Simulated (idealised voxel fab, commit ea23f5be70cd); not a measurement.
Proc. module: voxel wiring stack
Cross-section cut: width 215 nm, square cells of 5 nm.
Cross-section spec: square-cell grid; bands listed top down; each band is one or more rows.
Band entry format. Leading values: height of top, height of bottom, nm. Remainder: materials in left-to-right order, each with its width in nm. Special words: "throughout" on a single material, which then fills the band edge to edge; "blank", empty space.
Below 0: as-received wafer, all one material; heights counted from there. Lowest band: no bottom, goes on down, written "0 down".
The width entry "30..40" should be interpreted row by row: the top row of cells in the band takes the first number, the bottom row takes the second number, and the change between adjacent rows is uniform throughout.
Given "remained unchanged" for a step, no cell of the cross-section differs between before and after that step.
Entry "Closed cavities" = empty spaces >= 8 cells with no open way to the top; each as width x height at distance, distance from left edge, all nm.
The remark found on a step's line after its settings is issued by the simulator itself and pertains to that step.
overlay nm: where the mask lay relative to plan, measured to the right, on steps with a mask; negatives go left.

plan
- 1: RECEIVE,material Si
- 2: CONFORMAL_DEP,material SiO2,thk nm 10
- 3: CONFORMAL_DEP,material SiN,thk nm 5
- 4: DIRECTIONAL_DEP,material SiO2,thk nm 25
- 5: DIRECTIONAL_DEP,material aC,thk nm 15
- 6: PATTERN,tone open,mask id METAL_1,material resist,width nm 30,pitch nm 50,thk nm 30,overlay nm 0
- 7: DIRECTIONAL_ETCH,etch materials aC,depth nm 15
- 8: STRIP,etch materials resist
- 9: DIRECTIONAL_ETCH,etch materials SiO2,depth nm 25
- 10: DIRECTIONAL_ETCH,etch materials SiN,depth nm 5
- 11: STRIP,etch materials aC
- 12: CONFORMAL_DEP,material TiN,thk nm 5
- 13: FILL_DEP,material Cu,thk nm 5
- 14: CMP,height nm 40
- 15: CONFORMAL_DEP,material SiCN,thk nm 5
- 16: DIRECTIONAL_DEP,material SiO2,thk nm 35
- 17: DIRECTIONAL_DEP,material aC,thk nm 15
- 18: PATTERN,tone open,mask id METAL_2,material resist,width nm 30,pitch nm 50,thk nm 35,overlay nm 0
- 19: DIRECTIONAL_ETCH,etch materials aC,depth nm 15
- 20: STRIP,etch materials resist
- 21: DIRECTIONAL_ETCH,etch materials SiO2,depth nm 20
- 22: STRIP,etch materials aC
- 23: MASKED_ETCH,tone open,mask id METAL_2_HOLES,width nm 15,pitch nm 100,etch materials SiO2,depth nm 15,overlay nm 0
- 24: MASKED_ETCH,tone open,mask id METAL_2_HOLES,width nm 15,pitch nm 100,etch materials SiCN,depth nm 5,overlay nm 0
- 25: CONFORMAL_DEP,material TiN,thk nm 5
- 26: FILL_DEP,material Cu,thk nm 5
- 27: CMP,height nm 80
- 28: CONFORMAL_DEP,material SiCN,thk nm 5
- 29: DIRECTIONAL_DEP,material SiO2,thk nm 15
- 30: MASKED_ETCH,tone open,mask id PLUG_2,width nm 15,pitch nm 50,etch materials SiO2,depth nm 15,overlay nm 0
- 31: MASKED_ETCH,tone open,mask id PLUG_2,width nm 15,pitch nm 50,etch materials SiCN,depth nm 5,overlay nm 0
- 32: CONFORMAL_DEP,material TiN,thk nm 5
- 33: FILL_DEP,material Ru,thk nm 10
- 34: CMP,height nm 100
- 35: CONFORMAL_DEP,material SiCN,thk nm 5
- 36: DIRECTIONAL_DEP,material SiO2,thk nm 20
- 37: DIRECTIONAL_DEP,material aC,thk nm 15
- 38: PATTERN,tone open,mask id METAL_3,material resist,width nm 30,pitch nm 50,thk nm 35,overlay nm 0
- 39: DIRECTIONAL_ETCH,etch materials aC,depth nm 15
- 40: STRIP,etch materials resist
- 41: DIRECTIONAL_ETCH,etch materials SiO2,depth nm 20
- 42: DIRECTIONAL_ETCH,etch materials SiCN,depth nm 5
- 43: STRIP,etch materials aC
- 44: CONFORMAL_DEP,material TiN,thk nm 5
- 45: FILL_DEP,material Cu,thk nm 5
- 46: CMP,height nm 125
- 47: CONFORMAL_DEP,material SiCN,thk nm 5
- 48: DIRECTIONAL_DEP,material lowk,thk nm 10
- 49: PATTERN,tone open,mask id PLUG_3,material resist,width nm 15,pitch nm 50,thk nm 15,overlay nm 0
- 50: DIRECTIONAL_ETCH,etch materials lowk,depth nm 10
- 51: DIRECTIONAL_ETCH,etch materials SiCN,depth nm 5
- 52: STRIP,etch materials resist
- 53: CONFORMAL_DEP,material TiN,thk nm 5
- 54: FILL_DEP,material Ru,thk nm 10
- 55: CMP,height nm 130
- 56: DIRECTIONAL_DEP,material TiN,thk nm 5
- 57: DIRECTIONAL_DEP,material W,thk nm 20
- 58: DIRECTIONAL_DEP,material aC,thk nm 10
- 59: PATTERN,tone cover,mask id METAL_4,material resist,width nm 30,pitch nm 50,thk nm 25,overlay nm 0
- 60: DIRECTIONAL_ETCH,etch materials aC,depth nm 10
- 61: STRIP,etch materials resist
- 62: DIRECTIONAL_ETCH,etch materials W,depth nm 20
- 63: DIRECTIONAL_ETCH,etch materials TiN,depth nm 5
- 64: STRIP,etch materials aC
- 65: CONFORMAL_DEP,material SiCN,thk nm 5
- 66: FILL_DEP,material SiO2,thk nm 10
- 67: CMP,height nm 165
- 68: CONFORMAL_DEP,material SiN,thk nm 5
Same starting wafers, different height nm at step 55. Plan value belongs to the first wafer.

Cross-section: the first of several wafers in its as-received state, i.e. following step 1
    0 down = Si throughout
    Closed cavities: none

Each row below is a wafer at the end of the module, listing for every material the number of cells it has gained (+) or lost (-) since it was received, followed by its closed voids
height nm 130; +200 Cu; +12 Ru; +201 SiCN; +62 SiN; +635 SiO2; +256 TiN; +96 W; Closed cavities: none
height nm 135; +200 Cu; +16 Ru; +201 SiCN; +62 SiN; +592 SiO2; +264 TiN; +96 W; +31 lowk; Closed cavities: none
height nm 140; +200 Cu; +20 Ru; +169 SiCN; +62 SiN; +581 SiO2; +272 TiN; +96 W; +62 lowk; Closed cavities: none
